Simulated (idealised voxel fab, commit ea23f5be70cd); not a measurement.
process module | voxel transistor to metal
cross-section cut | 165 nm wide | cells 5 nm
A cross-section is a grid of square cells, given in bands from the top down. A band is one or more rows of cells.
Each band's line starts with the height of the band's top and of its bottom, in nm. Then come its materials from left to right, each with its width in nm. One material with "throughout" fills the band from edge to edge. "air" is empty space.
Height 0 is the level under which the wafer as received is all one material. The lowest band goes on downwards, as in "0 down".
A width such as "30 to 40" changes by the same amount from each row of cells to the next, from the band's top row to its bottom row.
"no change" after a step means that no cell of the cross-section changed.
closed voids: empty space of 8 cells or more with no open way to the top, each as width x height at its distance from the left edge, in nm
after a step's settings: what the simulator itself notes on the step
overlay nm, on a step with a mask: how far to the right of its planned place the mask lay; to the left if negative
plan
1 op RECEIVE | material Si
2 op CONFORMAL_DEP | material SiO2 | thk nm 5
3 op CONFORMAL_DEP | material SiN | thk nm 15
4 op PATTERN | tone cover | mask id ACTIVE | material resist | width nm 95 | thk nm 15 | overlay nm 0
5 op DIRECTIONAL_ETCH | etch materials SiN | depth nm 15
6 op DIRECTIONAL_ETCH | etch materials SiO2 | depth nm 5
7 op DIRECTIONAL_ETCH | etch materials Si | depth nm 35
8 op STRIP | etch materials resist
9 op FILL_DEP | material SiO2 | thk nm 15
10 op CMP | height nm 20
11 op SELECTIVE_ETCH | etch materials SiO2 | depth nm 10
12 op STRIP | etch materials SiN
13 op SELECTIVE_ETCH | etch materials SiO2 | depth nm 5
14 op OXIDIZE | depth nm 5
15 op DIRECTIONAL_DEP | material polySi | thk nm 25
16 op DIRECTIONAL_DEP | material SiCN | thk nm 10
17 op DIRECTIONAL_DEP | material aC | thk nm 15
18 op PATTERN | tone cover | mask id GATE | material resist | width nm 15 | thk nm 30 | overlay nm 0
19 op DIRECTIONAL_ETCH | etch materials aC | depth nm 15
20 op STRIP | etch materials resist
21 op DIRECTIONAL_ETCH | etch materials SiCN | depth nm 20
22 op DIRECTIONAL_ETCH | etch materials polySi | depth nm 35
23 op STRIP | etch materials aC
24 op CONFORMAL_DEP | material SiN | thk nm 10
25 op DIRECTIONAL_ETCH | etch materials SiN | depth nm 10
26 op DIRECTIONAL_ETCH | etch materials SiO2 | depth nm 5
27 op DIRECTIONAL_ETCH | etch materials Si | depth nm 15
28 op EPI | material pSi | thk nm 20
29 op FILL_DEP | material SiO2 | thk nm 5
30 op CMP | height nm 35
31 op DIRECTIONAL_DEP | material SiO2 | thk nm 15
32 op PATTERN | tone open | mask id CONTACT | material resist | width nm 30 | pitch nm 55 | thk nm 15 | overlay nm 0
33 op DIRECTIONAL_ETCH | etch materials SiO2 | depth nm 35
34 op STRIP | etch materials resist
35 op CONFORMAL_DEP | material TiN | thk nm 5
36 op FILL_DEP | material W | thk nm 10
37 op CMP | height nm 50
38 op CONFORMAL_DEP | material SiCN | thk nm 5
39 op DIRECTIONAL_DEP | material SiO2 | thk nm 25
40 op DIRECTIONAL_DEP | material aC | thk nm 10
41 op PATTERN | tone open | mask id METAL_1 | material resist | width nm 20 | pitch nm 65 | thk nm 25 | overlay nm 0
42 op DIRECTIONAL_ETCH | etch materials aC | depth nm 10
43 op STRIP | etch materials resist
44 op DIRECTIONAL_ETCH | etch materials SiO2 | depth nm 25
45 op DIRECTIONAL_ETCH | etch materials SiCN | depth nm 5
46 op STRIP | etch materials aC
47 op CONFORMAL_DEP | material TiN | thk nm 5
48 op FILL_DEP | material Cu | thk nm 5
49 op CMP | height nm 80
50 op CONFORMAL_DEP | material SiCN | thk nm 5
51 op DIRECTIONAL_DEP | material SiO2 | thk nm 30
52 op DIRECTIONAL_DEP | material aC | thk nm 15
53 op PATTERN | tone open | mask id METAL_2 | material resist | width nm 20 | pitch nm 65 | thk nm 35 | overlay nm 0
54 op DIRECTIONAL_ETCH | etch materials aC | depth nm 15
55 op STRIP | etch materials resist
56 op DIRECTIONAL_ETCH | etch materials SiO2 | depth nm 15
57 op STRIP | etch materials aC
58 op MASKED_ETCH | tone open | mask id METAL_2_HOLES | width nm 15 | pitch nm 65 | etch materials SiO2 | depth nm 15 | overlay nm 0
59 op MASKED_ETCH | tone open | mask id METAL_2_HOLES | width nm 15 | pitch nm 65 | etch materials SiCN | depth nm 5 | overlay nm 0
60 op CONFORMAL_DEP | material TiN | thk nm 5
61 op FILL_DEP | material Cu | thk nm 5
62 op CMP | height nm 115
63 op CONFORMAL_DEP | material SiN | thk nm 5
as received, after step 1
  0 down: Si throughout
  closed voids: none
first wafer at the end, as planned
  120 to 115: SiN throughout
  115 to 105: SiO2 40 | TiN 5 | Cu 10 | TiN 5 | SiO2 45 | TiN 5 | Cu 10 | TiN 5 | SiO2 40
  105 to 100: SiO2 40 | TiN 5 | Cu 5 | TiN 10 | SiO2 45 | TiN 5 | Cu 5 | TiN 10 | SiO2 40
  100 to 85: SiO2 40 | TiN 5 | Cu 5 | TiN 5 | SiO2 50 | TiN 5 | Cu 5 | TiN 5 | SiO2 45
  85 to 80: SiCN 40 | TiN 15 | SiCN 50 | TiN 15 | SiCN 45
  80 to 55: SiO2 40 | TiN 5 | Cu 10 | TiN 5 | SiO2 45 | TiN 5 | Cu 10 | TiN 5 | SiO2 40
  55 to 50: SiCN 40 | TiN 20 | SiCN 45 | TiN 20 | SiCN 40
  50 to 40: SiO2 40 | TiN 5 | W 20 | TiN 5 | SiO2 25 | TiN 5 | W 20 | TiN 5 | SiO2 40
  40 to 35: SiO2 40 | TiN 5 | W 15 | TiN 10 | SiO2 25 | TiN 10 | W 15 | TiN 5 | SiO2 40
  35 to 25: SiO2 40 | TiN 5 | W 15 | TiN 5 | SiN 10 | SiCN 15 | SiN 10 | TiN 5 | W 15 | TiN 5 | SiO2 40
  25 to 20: SiO2 40 | TiN 5 | W 15 | TiN 5 | SiN 10 | polySi 15 | SiN 10 | TiN 5 | W 15 | TiN 5 | SiO2 40
  20 to 15: SiO2 40 | TiN 25 | SiN 10 | polySi 15 | SiN 10 | TiN 25 | SiO2 40
  15 to 5: SiO2 30 | pSi 35 | SiN 10 | polySi 15 | SiN 10 | pSi 35 | SiO2 30
  5 to 0: SiO2 30 | SiN 10 | pSi 25 | SiN 10 | polySi 15 | SiN 10 | pSi 25 | SiN 10 | SiO2 30
  0 to -5: SiO2 40 | pSi 25 | SiO2 35 | pSi 25 | SiO2 40
  -5 to -20: SiO2 35 | Si 5 | pSi 25 | Si 35 | pSi 25 | Si 5 | SiO2 35
  -20 to -35: SiO2 35 | Si 95 | SiO2 35
  -35 down: Si throughout
  closed voids: none
second wafer at the end: like start, like plan, one mistake
  120 to 115: SiN throughout
  115 to 105: SiO2 40 | TiN 5 | Cu 10 | TiN 5 | SiO2 45 | TiN 5 | Cu 10 | TiN 5 | SiO2 40
  105 to 100: SiO2 40 | TiN 5 | Cu 5 | TiN 10 | SiO2 45 | TiN 5 | Cu 5 | TiN 10 | SiO2 40
  100 to 85: SiO2 40 | TiN 5 | Cu 5 | TiN 5 | SiO2 50 | TiN 5 | Cu 5 | TiN 5 | SiO2 45
  85 to 80: SiCN 40 | TiN 15 | SiCN 50 | TiN 15 | SiCN 45
  80 to 60: SiO2 40 | TiN 5 | Cu 10 | TiN 5 | SiO2 45 | TiN 5 | Cu 10 | TiN 5 | SiO2 40
  60 to 55: SiO2 40 | TiN 20 | SiO2 45 | TiN 20 | SiO2 40
  55 to 50: polySi throughout
  50 to 40: SiO2 40 | TiN 5 | W 20 | TiN 5 | SiO2 25 | TiN 5 | W 20 | TiN 5 | SiO2 40
  40 to 35: SiO2 40 | TiN 5 | W 15 | TiN 10 | SiO2 25 | TiN 10 | W 15 | TiN 5 | SiO2 40
  35 to 25: SiO2 40 | TiN 5 | W 15 | TiN 5 | SiN 10 | SiCN 15 | SiN 10 | TiN 5 | W 15 | TiN 5 | SiO2 40
  25 to 20: SiO2 40 | TiN 5 | W 15 | TiN 5 | SiN 10 | polySi 15 | SiN 10 | TiN 5 | W 15 | TiN 5 | SiO2 40
  20 to 15: SiO2 40 | TiN 25 | SiN 10 | polySi 15 | SiN 10 | TiN 25 | SiO2 40
  15 to 5: SiO2 30 | pSi 35 | SiN 10 | polySi 15 | SiN 10 | pSi 35 | SiO2 30
  5 to 0: SiO2 30 | SiN 10 | pSi 25 | SiN 10 | polySi 15 | SiN 10 | pSi 25 | SiN 10 | SiO2 30
  0 to -5: SiO2 40 | pSi 25 | SiO2 35 | pSi 25 | SiO2 40
  -5 to -20: SiO2 35 | Si 5 | pSi 25 | Si 35 | pSi 25 | Si 5 | SiO2 35
  -20 to -35: SiO2 35 | Si 95 | SiO2 35
  -35 down: Si throughout
  closed voids: none
what went wrong: step 38 ran as: op CONFORMAL_DEP | material polySi | thk nm 5
at the end the second wafer has, in cells: 4 fewer of Cu | 25 fewer of SiCN | 4 fewer of TiN | 33 more of polySi
